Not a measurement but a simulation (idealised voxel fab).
Documented hereafter: the process module known as voxel capacitor over wiring.
Square cells of 5 nm make up the cross-section cut, whose width is 155 nm.
Format of a cross-section: grid, square cells. Given as bands. Order: top down. Band: one or more rows of cells. Top height, bottom height, nm. Materials left to right, width each, nm. Single material + "throughout" = fills band edge to edge. "blank" = empty. The level at which height equals 0 is the one under which the wafer, as it arrives, is entirely one material. No lower edge exists for the bottom band, which continues downward and is notated as in "0 down". Quick explanation for "30 to 40": the width changes in equal steps down the rows of cells, from the first number in the band's top row to the second number in its bottom row. Any step labelled "no alteration" changed none of the cells in the cross-section. The entry titled "Fully sealed cavities" provides the empty spaces that have no open way to the top, restricted to those of 8 cells or more. Each is presented as width x height at distance, the distance being measured from the left edge, with all three in nm. Step line, after settings: the simulator's comment on this step. overlay nm: mask offset rightward from planned place, masked step; negative means leftward offset.
The following list gives the planned process steps:
1) RECEIVE | material Si
2) CONFORMAL_DEP | material SiO2 | thk nm 10
3) CONFORMAL_DEP | material SiCN | thk nm 5
4) DIRECTIONAL_DEP | material SiO2 | thk nm 15
5) DIRECTIONAL_DEP | material aC | thk nm 15
6) PATTERN | tone open | mask id METAL_1 | material resist | width nm 20 | pitch nm 80 | thk nm 35 | overlay nm 0
7) DIRECTIONAL_ETCH | etch materials aC | depth nm 15
8) STRIP | etch materials resist
9) DIRECTIONAL_ETCH | etch materials SiO2 | depth nm 15
10) DIRECTIONAL_ETCH | etch materials SiCN | depth nm 5
11) STRIP | etch materials aC
12) CONFORMAL_DEP | material TiN | thk nm 5
13) FILL_DEP | material Ru | thk nm 5
14) CMP | height nm 30
15) EPI | material Ru | thk nm 5
16) FILL_DEP | material SiCN | thk nm 5
17) DIRECTIONAL_DEP | material lowk | thk nm 10
18) MASKED_ETCH | tone open | mask id PLUG_1 | width nm 15 | etch materials lowk | depth nm 10 | overlay nm 0
19) MASKED_ETCH | tone open | mask id PLUG_1 | width nm 15 | etch materials SiCN | depth nm 5 | overlay nm 0
20) CONFORMAL_DEP | material TiN | thk nm 5
21) FILL_DEP | material W | thk nm 5
22) CMP | height nm 50
23) DIRECTIONAL_DEP | material TiN | thk nm 5
24) DIRECTIONAL_DEP | material HfO2 | thk nm 5
25) DIRECTIONAL_DEP | material TiN | thk nm 10
26) DIRECTIONAL_DEP | material aC | thk nm 15
27) PATTERN | tone cover | mask id UPPER_PLATE | material resist | width nm 65 | thk nm 30 | overlay nm 0
28) DIRECTIONAL_ETCH | etch materials aC | depth nm 15
29) STRIP | etch materials resist
30) DIRECTIONAL_ETCH | etch materials TiN | depth nm 10
31) DIRECTIONAL_ETCH | etch materials HfO2 | depth nm 5
32) STRIP | etch materials aC
33) MASKED_ETCH | tone cover | mask id LOWER_PLATE | width nm 75 | etch materials TiN | depth nm 5 | overlay nm 0
34) FILL_DEP | material SiO2 | thk nm 20
35) CMP | height nm 85
36) DIRECTIONAL_DEP | material aC | thk nm 15
37) PATTERN | tone open | mask id PLUG_2 | material resist | width nm 15 | thk nm 30 | overlay nm 0
38) DIRECTIONAL_ETCH | etch materials aC | depth nm 15
39) STRIP | etch materials resist
40) DIRECTIONAL_ETCH | etch materials SiO2 | depth nm 15
41) STRIP | etch materials aC
42) CONFORMAL_DEP | material TiN | thk nm 5
43) FILL_DEP | material Cu | thk nm 10
44) CMP | height nm 85
45) CONFORMAL_DEP | material SiN | thk nm 5
Cross-section of the wafer as it came to us, i.e., already through step 1:
* 0 down: Si throughout
* Fully sealed cavities: none
The first of two wafers, cross-sectioned at the end of the module, with the run proceeding as planned:
* 90 to 85: SiN throughout
* 85 to 75: SiO2: 40 / TiN: 5 / Cu: 5 / TiN: 5 / SiO2: 100
* 75 to 70: SiO2: 40 / TiN: 15 / SiO2: 100
* 70 to 60: SiO2: 30 / TiN: 65 / SiO2: 60
* 60 to 55: SiO2: 30 / HfO2: 65 / SiO2: 60
* 55 to 50: SiO2: 25 / TiN: 75 / SiO2: 55
* 50 to 40: lowk: 30 / TiN: 5 / W: 5 / TiN: 5 / lowk: 110
* 40 to 35: SiCN: 30 / TiN: 15 / SiCN: 110
* 35 to 30: SiCN: 20 / Ru: 30 / SiCN: 50 / Ru: 30 / SiCN: 25
* 30 to 15: SiO2: 25 / TiN: 5 / Ru: 10 / TiN: 5 / SiO2: 60 / TiN: 5 / Ru: 10 / TiN: 5 / SiO2: 30
* 15 to 10: SiCN: 25 / TiN: 20 / SiCN: 60 / TiN: 20 / SiCN: 30
* 10 to 0: SiO2 throughout
* 0 down: Si throughout
* Fully sealed cavities: none
The second wafer, shown in cross-section after the module: started the same way as the first and given the same plan, yet one mistake crept into how it was run:
* 90 to 85: SiN throughout
* 85 to 75: SiO2: 40 / TiN: 5 / Cu: 5 / TiN: 5 / SiO2: 100
* 75 to 70: SiO2: 40 / TiN: 15 / SiO2: 100
* 70 to 60: SiO2: 30 / TiN: 65 / SiO2: 60
* 60 to 55: SiO2: 30 / HfO2: 65 / SiO2: 60
* 55 to 50: SiO2: 25 / TiN: 75 / SiO2: 55
* 50 to 40: lowk: 30 / TiN: 5 / W: 5 / TiN: 5 / lowk: 110
* 40 to 35: SiCN: 30 / TiN: 15 / SiCN: 110
* 35 to 30: SiCN: 20 / Ru: 30 / SiCN: 50 / Ru: 30 / SiCN: 25
* 30 to 25: SiCN: 25 / TiN: 20 / SiCN: 60 / TiN: 20 / SiCN: 30
* 25 to 0: SiO2 throughout
* 0 down: Si throughout
* Fully sealed cavities: none
Nonconformance to the process plan: step 4 occupied the plan position of step 3, and the converse holds as well
Final cells, second wafer relative to first, materials higher or lower: 12 fewer of Ru; 24 more of SiO2; 12 fewer of TiN
